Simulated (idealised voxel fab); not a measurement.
process module | voxel released beams
cross-section cut | 160 nm wide | cells 5 nm
A cross-section is a grid of square cells, given in bands from the top down. A band is one or more rows of cells.
Each band's line starts with the height of the band's top and of its bottom, in nm. Then come its materials from left to right, each with its width in nm. One material with "throughout" fills the band from edge to edge. "air" is empty space.
Height 0 is the level under which the wafer as received is all one material. The lowest band goes on downwards, as in "0 down".
A width such as "30 to 40" changes by the same amount from each row of cells to the next, from the band's top row to its bottom row.
"no change" after a step means that no cell of the cross-section changed.
closed voids: empty space of 8 cells or more with no open way to the top, each as width x height at its distance from the left edge, in nm
after a step's settings: what the simulator itself notes on the step
overlay nm, on a step with a mask: how far to the right of its planned place the mask lay; to the left if negative
plan
1 op RECEIVE | material Si
2 op CONFORMAL_DEP | material SiN | thk nm 10
3 op DIRECTIONAL_DEP | material SiO2 | thk nm 15
4 op PATTERN | tone open | mask id ANCHOR | material resist | width nm 40 | thk nm 20 | overlay nm 0
5 op DIRECTIONAL_ETCH | etch materials SiO2 | depth nm 15
6 op STRIP | etch materials resist
7 op CONFORMAL_DEP | material TiN | thk nm 15
8 op PATTERN | tone cover | mask id BEAM | material resist | width nm 90 | thk nm 15 | overlay nm 0
9 op DIRECTIONAL_ETCH | etch materials TiN | depth nm 15
10 op STRIP | etch materials resist
11 op STRIP | etch materials SiO2
first wafer, as planned
as received, after step 1
  0 down: Si throughout
  closed voids: none
after step 2
  10 to 0: SiN throughout
  below 0: unchanged
after step 3
  25 to 10: SiO2 throughout
  below 10: unchanged
after step 4
  45 to 25: resist 35 | air 40 | resist 85
  below 25: unchanged
after step 5
  45 to 25: resist 35 | air 40 | resist 85
  25 to 10: SiO2 35 | air 40 | SiO2 85
  below 10: unchanged
after step 6
  25 to 10: SiO2 35 | air 40 | SiO2 85
  below 10: unchanged
after step 7
  40 to 25: TiN 50 | air 10 | TiN 100
  25 to 10: SiO2 35 | TiN 40 | SiO2 85
  below 10: unchanged
after step 8
  55 to 40: air 30 | resist 90 | air 40
  40 to 25: TiN 50 | resist 10 | TiN 100
  below 25: unchanged
after step 9
  55 to 40: air 30 | resist 90 | air 40
  40 to 25: air 30 | TiN 20 | resist 10 | TiN 60 | air 40
  below 25: unchanged
after step 10
  40 to 25: air 30 | TiN 20 | air 10 | TiN 60 | air 40
  below 25: unchanged
after step 11
  40 to 25: air 30 | TiN 20 | air 10 | TiN 60 | air 40
  25 to 10: air 35 | TiN 40 | air 85
  below 10: unchanged
second wafer: like start, like plan, one mistake. Through step 7 it matches the first wafer
when step 8 should have ended
  55 to 40: air 35 | resist 85 | air 40
  40 to 25: TiN 50 | resist 10 | TiN 100
  below 25: unchanged
when step 9 should have ended
  55 to 40: air 35 | resist 85 | air 40
  40 to 25: air 35 | TiN 15 | resist 10 | TiN 60 | air 40
  below 25: unchanged
when step 10 should have ended
  40 to 25: air 35 | TiN 15 | air 10 | TiN 60 | air 40
  below 25: unchanged
when step 11 should have ended
  40 to 25: air 35 | TiN 15 | air 10 | TiN 60 | air 40
  25 to 10: air 35 | TiN 40 | air 85
  below 10: unchanged
what went wrong: step 8 ran as: op PATTERN | tone cover | mask id BEAM | material resist | width nm 85 | thk nm 15 | overlay nm 0
at the end the second wafer has, in cells: 3 fewer of TiN
